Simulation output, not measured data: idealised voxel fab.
Process module under the name voxel capacitor over wiring
Each square cell in cross-section cut measures 5 nm, and the section as a whole is 230 nm wide.
Each cross-section below is a grid of square cells, stated as bands in top-down order, with one or more rows of cells making up each band. The entry gives the band's vertical extent as a top height and a bottom height in nm, then its horizontal make-up as materials from left to right, each with a width in nm. "empty" stands for empty space; a single material marked "full width" fills the band edge to edge. All heights in this document are referenced to 0, defined as the level beneath which the wafer, as received, consists entirely of one material. The lowest band is not bounded below; it extends indefinitely downward and is written in the form "0 -> down". The notation "30 to 40" denotes a width that varies across the rows of cells in the band, beginning at the first number in the top row, finishing at the second number in the bottom row, and changing by an identical amount from each row to the next. Take "no alteration" at face value: in the step it is given for, the cross-section changed in none of its cells. The label "Sealed-off cavities" introduces a list of the empty spaces, 8 cells or larger, that have no open way up to the top; each entry in it reads width x height at distance, where the distance is taken from the left edge and all three are stated in nm. That trailing text on a step's line, after the settings, is the simulator's own remark on the step. "overlay nm", when on a step's line for a step with a mask, measures how far to the right of its planned place the mask lay; a negative measure means to the left.
# Steps in the process plan
| 1 | RECEIVE, material Si |
| 2 | CONFORMAL_DEP, material SiO2, thk nm 15 |
| 3 | CONFORMAL_DEP, material SiN, thk nm 5 |
| 4 | DIRECTIONAL_DEP, material SiO2, thk nm 15 |
| 5 | MASKED_ETCH, tone open, mask id METAL_1, width nm 15, pitch nm 90, etch materials SiO2, depth nm 15, overlay nm 0 |
| 6 | MASKED_ETCH, tone open, mask id METAL_1, width nm 20, pitch nm 90, etch materials SiN, depth nm 5, overlay nm 0 |
| 7 | CONFORMAL_DEP, material TiN, thk nm 5 |
| 8 | FILL_DEP, material Cu, thk nm 5 |
| 9 | CMP, height nm 35 |
| 10 | CONFORMAL_DEP, material SiCN, thk nm 5 |
| 11 | DIRECTIONAL_DEP, material SiO2, thk nm 15 |
| 12 | MASKED_ETCH, tone open, mask id PLUG_1, width nm 15, etch materials SiO2, depth nm 15, overlay nm 0 |
| 13 | MASKED_ETCH, tone open, mask id PLUG_1, width nm 15, etch materials SiCN, depth nm 5, overlay nm 0 |
| 14 | CONFORMAL_DEP, material TiN, thk nm 5 |
| 15 | FILL_DEP, material Ru, thk nm 5 |
| 16 | CMP, height nm 55 |
| 17 | DIRECTIONAL_DEP, material TiN, thk nm 10 |
| 18 | DIRECTIONAL_DEP, material HfO2, thk nm 5 |
| 19 | DIRECTIONAL_DEP, material TiN, thk nm 10 |
| 20 | MASKED_ETCH, tone cover, mask id UPPER_PLATE, width nm 75, etch materials TiN, depth nm 10, overlay nm 0 |
| 21 | MASKED_ETCH, tone cover, mask id UPPER_PLATE, width nm 75, etch materials HfO2, depth nm 5, overlay nm 0 |
| 22 | MASKED_ETCH, tone cover, mask id LOWER_PLATE, width nm 85, etch materials TiN, depth nm 10, overlay nm 0 |
| 23 | FILL_DEP, material SiO2, thk nm 20 |
| 24 | CMP, height nm 95 |
| 25 | PATTERN, tone open, mask id PLUG_2, material resist, width nm 15, thk nm 15, overlay nm 0 |
| 26 | DIRECTIONAL_ETCH, etch materials SiO2, depth nm 15 |
| 27 | STRIP, etch materials resist |
| 28 | CONFORMAL_DEP, material TiN, thk nm 5 |
| 29 | FILL_DEP, material W, thk nm 5 |
| 30 | CMP, height nm 95 |
| 31 | CONFORMAL_DEP, material SiN, thk nm 5 |
Quick note for whoever runs this: the wafers start identical, but the width nm at step 5 isn't the same across them. The plan just shows what the first wafer had.
# Sectional view: first of several wafers, as received, after step 1
	0 -> down  Si full width
	Sealed-off cavities: none
# End of the module, past its last step, step 31: how the first of several wafers looks in cross-section
	100 -> 95  SiN full width
	95 -> 85  75 SiO2, 5 TiN, 5 W, 5 TiN, 140 SiO2
	85 -> 80  75 SiO2, 15 TiN, 140 SiO2
	80 -> 70  65 SiO2, 75 TiN, 90 SiO2
	70 -> 65  65 SiO2, 75 HfO2, 90 SiO2
	65 -> 55  60 SiO2, 85 TiN, 85 SiO2
	55 -> 40  65 SiO2, 5 TiN, 5 Ru, 5 TiN, 150 SiO2
	40 -> 35  65 SiCN, 15 TiN, 150 SiCN
	35 -> 20  65 SiO2, 5 TiN, 5 Cu, 5 TiN, 75 SiO2, 5 TiN, 5 Cu, 5 TiN, 60 SiO2
	20 -> 15  65 SiN, 15 TiN, 75 SiN, 15 TiN, 60 SiN
	15 -> 0  SiO2 full width
	0 -> down  Si full width
	Sealed-off cavities: none
# Cross-section, last wafer, module completion
	100 -> 95  SiN full width
	95 -> 85  75 SiO2, 5 TiN, 5 W, 5 TiN, 140 SiO2
	85 -> 80  75 SiO2, 15 TiN, 140 SiO2
	80 -> 70  65 SiO2, 75 TiN, 90 SiO2
	70 -> 65  65 SiO2, 75 HfO2, 90 SiO2
	65 -> 55  60 SiO2, 85 TiN, 85 SiO2
	55 -> 40  65 SiO2, 5 TiN, 5 Ru, 5 TiN, 150 SiO2
	40 -> 35  65 SiCN, 15 TiN, 150 SiCN
	35 -> 25  55 SiO2, 5 TiN, 25 Cu, 5 TiN, 55 SiO2, 5 TiN, 25 Cu, 5 TiN, 50 SiO2
	25 -> 20  55 SiO2, 10 TiN, 10 Cu, 15 TiN, 55 SiO2, 10 TiN, 10 Cu, 15 TiN, 50 SiO2
	20 -> 15  60 SiN, 20 TiN, 70 SiN, 20 TiN, 60 SiN
	15 -> 0  SiO2 full width
	0 -> down  Si full width
	Sealed-off cavities: none
# What follows is a table in which each wafer occupies a row; for the wafer as it stands at the close of the module, the row states, material by material, how many cells have been gained (+) or lost (-) since receipt, and then gives its closed voids
width nm 15, +6 Cu, +15 HfO2, +3 Ru, +43 SiCN, +86 SiN, +667 SiO2, +98 TiN, +2 W, Sealed-off cavities: none
width nm 20, +12 Cu, +15 HfO2, +3 Ru, +43 SiCN, +84 SiN, +661 SiO2, +100 TiN, +2 W, Sealed-off cavities: none
width nm 25, +16 Cu, +15 HfO2, +3 Ru, +43 SiCN, +84 SiN, +655 SiO2, +102 TiN, +2 W, Sealed-off cavities: none
width nm 30, +20 Cu, +15 HfO2, +3 Ru, +43 SiCN, +84 SiN, +649 SiO2, +104 TiN, +2 W, Sealed-off cavities: none
width nm 35, +24 Cu, +15 HfO2, +3 Ru, +43 SiCN, +84 SiN, +643 SiO2, +106 TiN, +2 W, Sealed-off cavities: none
